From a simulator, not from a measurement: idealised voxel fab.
The name of this process module is voxel double patterning.
The width of the displayed cross-section, cut, is 160 nm; its cells are square, with a size of 5 nm.
Just so we're on the same page, the cross-sections are grids of square cells, and they're listed out in bands top to bottom, each band one or more rows deep. Within each band entry, the heights of the top and of the bottom of the band appear first, in that order and in nm; the materials of the band then follow from left to right, each with its corresponding width in nm. The designation "all across" on a single material indicates that it fills the band from edge to edge; the designation "empty" indicates empty space. Counting heights begins at 0, where everything beneath is, in the wafer as received, one material. The lowest band has no bottom; it goes on downwards, as "0 and below" shows. Think of "30..40" as a width that walks from the first number to the second as you go down the band, top row to bottom row, taking equal-sized steps from row to row. What does "nothing changed" mean for a step? It means no cell of the cross-section changed in that step. You'll see "Closed void listing" listing empty spaces that have no way open to the top, as long as they're 8 cells or more; the notation is width x height at distance, where the distance is from the left edge, and all of it is in nm. Text after the settings on a step's line: the simulator's own remark on that step. A step's line can hold "overlay nm"; with a mask on that step, the setting says how far right of the planned place the mask lay, while a negative setting says it lay to the left.

### The following list gives the planned process steps
1) op RECEIVE | material Si
2) op CONFORMAL_DEP | material SiO2 | thk nm 10
3) op DIRECTIONAL_DEP | material W | thk nm 10
4) op DIRECTIONAL_DEP | material SiCN | thk nm 5
5) op DIRECTIONAL_DEP | material aC | thk nm 15
6) op PATTERN | tone open | mask id FIRST | material resist | width nm 15 | pitch nm 50 | thk nm 30 | overlay nm 0
7) op DIRECTIONAL_ETCH | etch materials aC | depth nm 15
8) op STRIP | etch materials resist
9) op DIRECTIONAL_ETCH | etch materials SiCN | depth nm 5
10) op STRIP | etch materials aC
11) op DIRECTIONAL_DEP | material aC | thk nm 10
12) op PATTERN | tone open | mask id SECOND | material resist | width nm 15 | pitch nm 50 | thk nm 30 | overlay nm 0
13) op DIRECTIONAL_ETCH | etch materials aC | depth nm 10
14) op STRIP | etch materials resist
15) op DIRECTIONAL_ETCH | etch materials SiCN | depth nm 5
16) op STRIP | etch materials aC
17) op DIRECTIONAL_ETCH | etch materials W | depth nm 10
18) op STRIP | etch materials SiCN

### Cross-section, incoming material, after step 1
* 0 and below  Si all across
* Closed void listing: none

### The plan above was carried out on the starting structure above with one mistake, and this cross-section shows the wafer at the end of the module
* 10 down to 0  W 20 nm; empty 15 nm; W 10 nm; empty 15 nm; W 10 nm; empty 15 nm; W 10 nm; empty 15 nm; W 10 nm; empty 15 nm; W 25 nm
* 0 and below  Si all across
* Closed void listing: none
It is concluded that the wafer was processed incorrectly with respect to the plan, in that the run left out plan step 2 entirely, so it was never executed
